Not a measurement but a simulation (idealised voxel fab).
Process module heading - voxel self aligned vias
The cross-section shown here is cut; it is 270 nm wide and divided into square cells measuring 5 nm on a side.
A cross-section in this document is a grid of square cells, and it is written down as bands, the top band listed before the ones below it; a band is made up of one or more rows of cells.
Band entry format. Leading values: height of top, height of bottom, nm. Remainder: materials in left-to-right order, each with its width in nm. Special words: "full width" on a single material, which then fills the band edge to edge; "blank", empty space.
Heights from 0 (as-received wafer is one material below). Bottom band endless downward, as "0 -> down".
So if you see something like "30 to 40" for the width, read it as the top row of the band sitting at the first number and the bottom row at the second, with every row in between moving by the same amount as the last.
Where the words "no alteration" appear for a step, the cross-section shows no cell changed by that step; every cell remained as before.
Look at "Non-vented voids" for the closed voids: empty spaces with no open path to the top, sized 8 cells or up. Each is width x height at distance, distance from the left edge, all nm.
Past the settings on a step's line: simulator remark, on that step.
overlay nm, on a step with a mask: how far to the right of its planned place the mask lay; to the left if negative
# Planned step list for the process
1) RECEIVE with material Si
2) CONFORMAL_DEP with material SiO2, thk nm 10
3) CONFORMAL_DEP with material SiCN, thk nm 5
4) DIRECTIONAL_DEP with material lowk, thk nm 20
5) MASKED_ETCH with tone open, mask id LINES, width nm 20, pitch nm 70, etch materials lowk, depth nm 20, overlay nm 0
6) CONFORMAL_DEP with material TiN, thk nm 5
7) FILL_DEP with material Ru, thk nm 10
8) CMP with height nm 35
9) SELECTIVE_ETCH with etch materials W Ru TiN, depth nm 5
10) FILL_DEP with material SiN, thk nm 5
11) CMP with height nm 35
12) DIRECTIONAL_DEP with material lowk, thk nm 20
13) DIRECTIONAL_DEP with material aC, thk nm 15
14) PATTERN with tone open, mask id VIAS, material resist, width nm 40, pitch nm 70, thk nm 30, overlay nm 0
15) DIRECTIONAL_ETCH with etch materials aC, depth nm 15
16) STRIP with etch materials resist
17) DIRECTIONAL_ETCH with etch materials lowk, depth nm 20
18) DIRECTIONAL_ETCH with etch materials SiN, depth nm 5
19) STRIP with etch materials aC
20) CONFORMAL_DEP with material TiN, thk nm 5
21) FILL_DEP with material Ru, thk nm 10
22) CMP with height nm 55
23) CONFORMAL_DEP with material SiCN, thk nm 5
# First of two wafers - as planned
# So this is the incoming wafer in cross-section - it's already been through step 1
	0 -> down = Si full width
	Non-vented voids: none
# after step 2
	10 -> 0 = SiO2 full width
	Under 0: no change, same as before.
# after step 3
	15 -> 10 = SiCN full width
	Under 10: no change, same as before.
# after step 4
	35 -> 15 = lowk full width
	Under 15: no change, same as before.
# after step 5
	35 -> 15 = 90 of lowk / 20 of blank / 50 of lowk / 20 of blank / 90 of lowk
	Under 15: no change, same as before.
# after step 6
	40 -> 35 = 95 of TiN / 10 of blank / 60 of TiN / 10 of blank / 95 of TiN
	35 -> 20 = 90 of lowk / 5 of TiN / 10 of blank / 5 of TiN / 50 of lowk / 5 of TiN / 10 of blank / 5 of TiN / 90 of lowk
	20 -> 15 = 90 of lowk / 20 of TiN / 50 of lowk / 20 of TiN / 90 of lowk
	Under 15: no change, same as before.
# after step 7
	50 -> 40 = Ru full width
	40 -> 35 = 95 of TiN / 10 of Ru / 60 of TiN / 10 of Ru / 95 of TiN
	35 -> 20 = 90 of lowk / 5 of TiN / 10 of Ru / 5 of TiN / 50 of lowk / 5 of TiN / 10 of Ru / 5 of TiN / 90 of lowk
	Under 20: no change, same as before.
# after step 8
	35 -> 20 = 90 of lowk / 5 of TiN / 10 of Ru / 5 of TiN / 50 of lowk / 5 of TiN / 10 of Ru / 5 of TiN / 90 of lowk
	Under 20: no change, same as before.
# after step 9
	35 -> 30 = 90 of lowk / 20 of blank / 50 of lowk / 20 of blank / 90 of lowk
	Under 30: no change, same as before.
# after step 10
	40 -> 35 = SiN full width
	35 -> 30 = 90 of lowk / 20 of SiN / 50 of lowk / 20 of SiN / 90 of lowk
	Under 30: no change, same as before.
# after step 11
	35 -> 30 = 90 of lowk / 20 of SiN / 50 of lowk / 20 of SiN / 90 of lowk
	Under 30: no change, same as before.
# after step 12
	55 -> 35 = lowk full width
	Under 35: no change, same as before.
# after step 13
	70 -> 55 = aC full width
	Under 55: no change, same as before.
# after step 14
	100 -> 70 = 80 of resist / 40 of blank / 30 of resist / 40 of blank / 80 of resist
	Under 70: no change, same as before.
# after step 15
	85 -> 70 = 80 of resist / 40 of blank / 30 of resist / 40 of blank / 80 of resist
	70 -> 55 = 80 of aC / 40 of blank / 30 of aC / 40 of blank / 80 of aC
	Under 55: no change, same as before.
# after step 16
	70 -> 55 = 80 of aC / 40 of blank / 30 of aC / 40 of blank / 80 of aC
	Under 55: no change, same as before.
# after step 17
	70 -> 55 = 80 of aC / 40 of blank / 30 of aC / 40 of blank / 80 of aC
	55 -> 35 = 80 of lowk / 40 of blank / 30 of lowk / 40 of blank / 80 of lowk
	Under 35: no change, same as before.
# after step 18
	70 -> 55 = 80 of aC / 40 of blank / 30 of aC / 40 of blank / 80 of aC
	55 -> 35 = 80 of lowk / 40 of blank / 30 of lowk / 40 of blank / 80 of lowk
	35 -> 30 = 90 of lowk / 20 of blank / 50 of lowk / 20 of blank / 90 of lowk
	Under 30: no change, same as before.
# after step 19
	55 -> 35 = 80 of lowk / 40 of blank / 30 of lowk / 40 of blank / 80 of lowk
	Under 35: no change, same as before.
# after step 20
	60 -> 55 = 85 of TiN / 30 of blank / 40 of TiN / 30 of blank / 85 of TiN
	55 -> 40 = 80 of lowk / 5 of TiN / 30 of blank / 5 of TiN / 30 of lowk / 5 of TiN / 30 of blank / 5 of TiN / 80 of lowk
	40 -> 35 = 80 of lowk / 15 of TiN / 10 of blank / 15 of TiN / 30 of lowk / 15 of TiN / 10 of blank / 15 of TiN / 80 of lowk
	35 -> 30 = 90 of lowk / 20 of TiN / 50 of lowk / 20 of TiN / 90 of lowk
	Under 30: no change, same as before.
# after step 21
	70 -> 60 = Ru full width
	60 -> 55 = 85 of TiN / 30 of Ru / 40 of TiN / 30 of Ru / 85 of TiN
	55 -> 40 = 80 of lowk / 5 of TiN / 30 of Ru / 5 of TiN / 30 of lowk / 5 of TiN / 30 of Ru / 5 of TiN / 80 of lowk
	40 -> 35 = 80 of lowk / 15 of TiN / 10 of Ru / 15 of TiN / 30 of lowk / 15 of TiN / 10 of Ru / 15 of TiN / 80 of lowk
	Under 35: no change, same as before.
# after step 22
	55 -> 40 = 80 of lowk / 5 of TiN / 30 of Ru / 5 of TiN / 30 of lowk / 5 of TiN / 30 of Ru / 5 of TiN / 80 of lowk
	Under 40: no change, same as before.
# after step 23
	60 -> 55 = SiCN full width
	Under 55: no change, same as before.
# Second wafer, same starting conditions and recipe as the first, one mistake in executing it, nothing differs from the first up to and including step 4
# Second wafer: cross-section at the scheduled end of step 5
	35 -> 15 = 95 of lowk / 15 of blank / 55 of lowk / 15 of blank / 90 of lowk
	Under 15: no change, same as before.
# Second wafer: cross-section at the scheduled end of step 6
	40 -> 35 = 100 of TiN / 5 of blank / 65 of TiN / 5 of blank / 95 of TiN
	35 -> 20 = 95 of lowk / 5 of TiN / 5 of blank / 5 of TiN / 55 of lowk / 5 of TiN / 5 of blank / 5 of TiN / 90 of lowk
	20 -> 15 = 95 of lowk / 15 of TiN / 55 of lowk / 15 of TiN / 90 of lowk
	Under 15: no change, same as before.
# Second wafer: cross-section at the scheduled end of step 7
	50 -> 40 = Ru full width
	40 -> 35 = 100 of TiN / 5 of Ru / 65 of TiN / 5 of Ru / 95 of TiN
	35 -> 20 = 95 of lowk / 5 of TiN / 5 of Ru / 5 of TiN / 55 of lowk / 5 of TiN / 5 of Ru / 5 of TiN / 90 of lowk
	Under 20: no change, same as before.
# Second wafer: cross-section at the scheduled end of step 8
	35 -> 20 = 95 of lowk / 5 of TiN / 5 of Ru / 5 of TiN / 55 of lowk / 5 of TiN / 5 of Ru / 5 of TiN / 90 of lowk
	Under 20: no change, same as before.
# Second wafer: cross-section at the scheduled end of step 9
	35 -> 30 = 95 of lowk / 15 of blank / 55 of lowk / 15 of blank / 90 of lowk
	Under 30: no change, same as before.
# Second wafer: cross-section at the scheduled end of step 10
	40 -> 35 = SiN full width
	35 -> 30 = 95 of lowk / 15 of SiN / 55 of lowk / 15 of SiN / 90 of lowk
	Under 30: no change, same as before.
# Second wafer: cross-section at the scheduled end of step 11
	35 -> 30 = 95 of lowk / 15 of SiN / 55 of lowk / 15 of SiN / 90 of lowk
	Under 30: no change, same as before.
# Second wafer: cross-section at the scheduled end of step 12
	55 -> 35 = lowk full width
	Under 35: no change, same as before.
# Second wafer: cross-section at the scheduled end of step 13
	70 -> 55 = aC full width
	Under 55: no change, same as before.
# Second wafer: cross-section at the scheduled end of step 14
	100 -> 70 = 80 of resist / 40 of blank / 30 of resist / 40 of blank / 80 of resist
	Under 70: no change, same as before.
# Second wafer: cross-section at the scheduled end of step 15
	85 -> 70 = 80 of resist / 40 of blank / 30 of resist / 40 of blank / 80 of resist
	70 -> 55 = 80 of aC / 40 of blank / 30 of aC / 40 of blank / 80 of aC
	Under 55: no change, same as before.
# Second wafer: cross-section at the scheduled end of step 16
	70 -> 55 = 80 of aC / 40 of blank / 30 of aC / 40 of blank / 80 of aC
	Under 55: no change, same as before.
# Second wafer: cross-section at the scheduled end of step 17
	70 -> 55 = 80 of aC / 40 of blank / 30 of aC / 40 of blank / 80 of aC
	55 -> 35 = 80 of lowk / 40 of blank / 30 of lowk / 40 of blank / 80 of lowk
	Under 35: no change, same as before.
# Second wafer: cross-section at the scheduled end of step 18
	70 -> 55 = 80 of aC / 40 of blank / 30 of aC / 40 of blank / 80 of aC
	55 -> 35 = 80 of lowk / 40 of blank / 30 of lowk / 40 of blank / 80 of lowk
	35 -> 30 = 95 of lowk / 15 of blank / 55 of lowk / 15 of blank / 90 of lowk
	Under 30: no change, same as before.
# Second wafer: cross-section at the scheduled end of step 19
	55 -> 35 = 80 of lowk / 40 of blank / 30 of lowk / 40 of blank / 80 of lowk
	Under 35: no change, same as before.
# Second wafer: cross-section at the scheduled end of step 20
	60 -> 55 = 85 of TiN / 30 of blank / 40 of TiN / 30 of blank / 85 of TiN
	55 -> 40 = 80 of lowk / 5 of TiN / 30 of blank / 5 of TiN / 30 of lowk / 5 of TiN / 30 of blank / 5 of TiN / 80 of lowk
	40 -> 35 = 80 of lowk / 20 of TiN / 5 of blank / 15 of TiN / 30 of lowk / 20 of TiN / 5 of blank / 15 of TiN / 80 of lowk
	35 -> 30 = 95 of lowk / 15 of TiN / 55 of lowk / 15 of TiN / 90 of lowk
	Under 30: no change, same as before.
# Second wafer: cross-section at the scheduled end of step 21
	70 -> 60 = Ru full width
	60 -> 55 = 85 of TiN / 30 of Ru / 40 of TiN / 30 of Ru / 85 of TiN
	55 -> 40 = 80 of lowk / 5 of TiN / 30 of Ru / 5 of TiN / 30 of lowk / 5 of TiN / 30 of Ru / 5 of TiN / 80 of lowk
	40 -> 35 = 80 of lowk / 20 of TiN / 5 of Ru / 15 of TiN / 30 of lowk / 20 of TiN / 5 of Ru / 15 of TiN / 80 of lowk
	Under 35: no change, same as before.
# Second wafer: cross-section at the scheduled end of step 22
	55 -> 40 = 80 of lowk / 5 of TiN / 30 of Ru / 5 of TiN / 30 of lowk / 5 of TiN / 30 of Ru / 5 of TiN / 80 of lowk
	Under 40: no change, same as before.
# Second wafer: cross-section at the scheduled end of step 23
	60 -> 55 = SiCN full width
	Under 55: no change, same as before.
Nonconformance to the process plan: step 5 was processed under conditions differing from the plan, specifically as MASKED_ETCH with tone open, mask id LINES, width nm 15, pitch nm 70, etch materials lowk, depth nm 20, overlay nm 0
Final difference in cells, second wafer against first, listed per material as more or fewer: Ru -6, TiN -2, lowk +8
